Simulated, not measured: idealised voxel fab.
The following process module bears the name voxel ribs on slabs.
190 nm wide, 5 nm square cells: that's cross-section cut.
Cross-section format: a grid of square cells, given as bands from top to bottom; each band is one or more rows of cells.
Basically the band line says how high the top is and how high the bottom is, in nm, and then what's in it from left to right, every material with its width in nm. Empty space shows up as "blank", and if a single material carries "all across" it runs the full band edge to edge.
Convention: height 0 is the level below which the wafer, as received, is all one material. The lowest band does not terminate at the bottom but continues downward, represented as "0 nm and below".
The notation "30 to 40" denotes a width that varies across the rows of cells in the band, beginning at the first number in the top row, finishing at the second number in the bottom row, and changing by an identical amount from each row to the next.
Where the words "nothing got changed" appear for a step, the cross-section shows no cell changed by that step; every cell remained as before.
Under "Encapsulated voids" you'll find the enclosed gaps, the ones with no way out to the top, that are 8 cells or bigger; each reads width x height at distance, with distance counted from the left edge, everything in nm.
On each step's line, the part that comes after the settings is the simulator's own comment on the step.
The setting "overlay nm" may be written on the line of a step. When the step uses a mask, the value reports how far to the right of the planned place the mask lay, and a negative value reports that it lay to the left.

Here's what the planned process steps look like
- 1: RECEIVE,material Si
- 2: DIRECTIONAL_DEP,material SiO2,thk nm 20
- 3: DIRECTIONAL_DEP,material SiN,thk nm 20
- 4: DIRECTIONAL_DEP,material aC,thk nm 15
- 5: PATTERN,tone cover,mask id RIB,material resist,width nm 20,thk nm 30,overlay nm 0
- 6: DIRECTIONAL_ETCH,etch materials aC,depth nm 15
- 7: STRIP,etch materials resist
- 8: DIRECTIONAL_ETCH,etch materials SiN,depth nm 10
- 9: STRIP,etch materials aC
- 10: PATTERN,tone cover,mask id SLAB,material resist,width nm 70,thk nm 15,overlay nm 0
- 11: DIRECTIONAL_ETCH,etch materials SiN,depth nm 10
- 12: STRIP,etch materials resist
- 13: FILL_DEP,material SiO2,thk nm 30
- 14: CMP,height nm 60
- 15: DIRECTIONAL_DEP,material W,thk nm 5
- 16: DIRECTIONAL_DEP,material aC,thk nm 15
- 17: PATTERN,tone cover,mask id HEATER,material resist,width nm 30,thk nm 30,overlay nm 0
- 18: DIRECTIONAL_ETCH,etch materials aC,depth nm 15
- 19: STRIP,etch materials resist
- 20: DIRECTIONAL_ETCH,etch materials W,depth nm 5
- 21: STRIP,etch materials aC
- 22: CONFORMAL_DEP,material SiN,thk nm 5

This is the cross-section of the wafer as we received it, i.e. after step 1
    0 nm and below: Si all across
    Encapsulated voids: none

Cross-sectional result after module completion. Note: starting condition and plan are unchanged from above; one processing mistake was made
    70 nm to 65 nm: 75 blank; 40 SiN; 75 blank
    65 nm to 60 nm: 80 SiN; 30 W; 80 SiN
    60 nm to 50 nm: 85 SiO2; 20 SiN; 85 SiO2
    50 nm to 40 nm: 60 SiO2; 70 SiN; 60 SiO2
    40 nm to 0 nm: SiO2 all across
    0 nm and below: Si all across
    Encapsulated voids: none
What was done differently from what was planned? step 2 was run twice
